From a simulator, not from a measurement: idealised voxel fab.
The name of this process module is voxel tone inversion.
Pictured: cross-section cut, 295 nm wide, on a grid of 5 nm square cells.
Heads up, the way a cross-section reads in here is a grid of square cells, handed over as bands from the top down, with every band being one or more rows of cells.
This entry defines a band. It first specifies the height of the band's top and the height of its bottom in nm, and then specifies the band's materials from left to right, stating each material with its width in nm. The word "all across" identifies a single material that fills the band from edge to edge, while the word "blank" identifies empty space.
Ref level 0: as-received wafer is one material below here. Bottom band extends down with no lower bound ("z 0 and below").
Width: "30..40" (first number = top row, second number = bottom row, same change from row to row of cells).
Basically "stayed the same" means that step didn't change any cell in the cross-section.
"Sealed void inventory" specifies each empty space that is not open to the top and that occupies no fewer than 8 cells, using the form width x height at distance, the distance measured from the left edge and all three quantities in nm.
On a step's line, text after the settings is the simulator commenting on that step.
You can add "overlay nm" to a step's line. For a step with a mask, it describes how far the mask lay to the right of its planned position, and a negative number describes a lay to the left.

Below is the list of planned process steps:
1) RECEIVE, material Si
2) CONFORMAL_DEP, material SiCN, thk nm 5
3) DIRECTIONAL_DEP, material aC, thk nm 25
4) PATTERN, tone cover, mask id POSTS, material resist, width nm 25, pitch nm 40, thk nm 35, overlay nm 0
5) DIRECTIONAL_ETCH, etch materials aC, depth nm 25
6) STRIP, etch materials resist
7) FILL_DEP, material lowk, thk nm 5
8) CMP, height nm 30
9) STRIP, etch materials aC

Wafer cross-section on receipt, i.e. after step 1:
- z 0 and below: Si all across
- Sealed void inventory: none

First of two wafers at the end of the module, shown in cross-section; run carried out as planned:
- z 30 to 5: lowk: 75, blank: 25, lowk: 15, blank: 25, lowk: 15, blank: 25, lowk: 15, blank: 25, lowk: 75
- z 5 to 0: SiCN all across
- z 0 and below: Si all across
- Sealed void inventory: none

Second wafer through the module, sectioned at the end: same beginning and same plan as the first wafer, with one mistake in carrying it out:
- z 30 to 5: lowk: 70, blank: 25, lowk: 15, blank: 25, lowk: 15, blank: 25, lowk: 15, blank: 25, lowk: 80
- z 5 to 0: SiCN all across
- z 0 and below: Si all across
- Sealed void inventory: none
Nonconformance to the process plan: not per plan at step 4, really ran PATTERN, tone cover, mask id POSTS, material resist, width nm 25, pitch nm 40, thk nm 35, overlay nm -5
Final wafers compared: equal cell tally per material, rearranged layout.
